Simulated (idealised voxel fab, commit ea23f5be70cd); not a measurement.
Process module name: voxel double patterning
Pictured: cross-section cut, 180 nm wide, on a grid of 5 nm square cells.
Heads up, the way a cross-section reads in here is a grid of square cells, handed over as bands from the top down, with every band being one or more rows of cells.
Band: top height; bottom height; in nm. Then, left to right: material with width in nm, for each material. "edge to edge": a single material spanning edge to edge. "air": empty space.
For the purposes of this specification, 0 denotes the height below which the wafer in its as-received condition is composed wholly of one material, and the lowermost band, lacking a lower limit, extends downward without end, as expressed in "0..down".
Width spec "30->40" -> top row of cells at first value, bottom row at second value, equal per-row change in between.
The cross-section has no changed cell in any step marked "nothing was modified".
"Closed cavities" - sealed voids, min. 8 cells, no opening to top; format: width x height at distance (distance from left edge; nm throughout).
Read whatever lies past the settings on a step's line as the simulator's own remark about the step.
For masked steps, "overlay nm" on the step line gives how far right of plan the mask actually lay; a minus sign means it lay to the left.

So here's the lineup of process steps we planned:
step 1: RECEIVE with material Si
step 2: CONFORMAL_DEP with material SiO2, thk nm 5
step 3: DIRECTIONAL_DEP with material W, thk nm 20
step 4: DIRECTIONAL_DEP with material SiCN, thk nm 5
step 5: MASKED_ETCH with tone open, mask id FIRST, width nm 15, pitch nm 50, etch materials SiCN, depth nm 5, overlay nm 0
step 6: PATTERN with tone open, mask id SECOND, material resist, width nm 15, pitch nm 50, thk nm 15, overlay nm -15
step 7: DIRECTIONAL_ETCH with etch materials SiCN, depth nm 5
step 8: STRIP with etch materials resist
step 9: DIRECTIONAL_ETCH with etch materials W, depth nm 20
step 10: STRIP with etch materials SiCN
What sets these wafers apart? The overlay nm at step 6. They all start alike, and the plan carries the first wafer's value.

first wafer as received, after step 1:
* 0..down | Si edge to edge
* Closed cavities: none

At the end of the module, after its last step, step 10, the first of several wafers appears in cross-section as follows:
* 25..5 | 30 W | 25 air | 25 W | 25 air | 25 W | 15 air | 35 W
* 5..0 | SiO2 edge to edge
* 0..down | Si edge to edge
* Closed cavities: none

Here's the last wafer cross-sectioned at the end of the module:
* 25..5 | 30 W | 15 air | 25 W | 25 air | 25 W | 25 air | 35 W
* 5..0 | SiO2 edge to edge
* 0..down | Si edge to edge
* Closed cavities: none

The following table contains a row per wafer, in which are reported, at the conclusion of the module, the cells of each material gained (+) or lost (-) since the wafer's receipt, with its closed voids given thereafter:
overlay nm -15; +36 SiO2; +92 W; Closed cavities: none
overlay nm -10; +36 SiO2; +84 W; Closed cavities: none
overlay nm -5; +36 SiO2; +84 W; Closed cavities: none
overlay nm 0; +36 SiO2; +84 W; Closed cavities: none
overlay nm 5; +36 SiO2; +84 W; Closed cavities: none
overlay nm 10; +36 SiO2; +84 W; Closed cavities: none
overlay nm 15; +36 SiO2; +92 W; Closed cavities: none
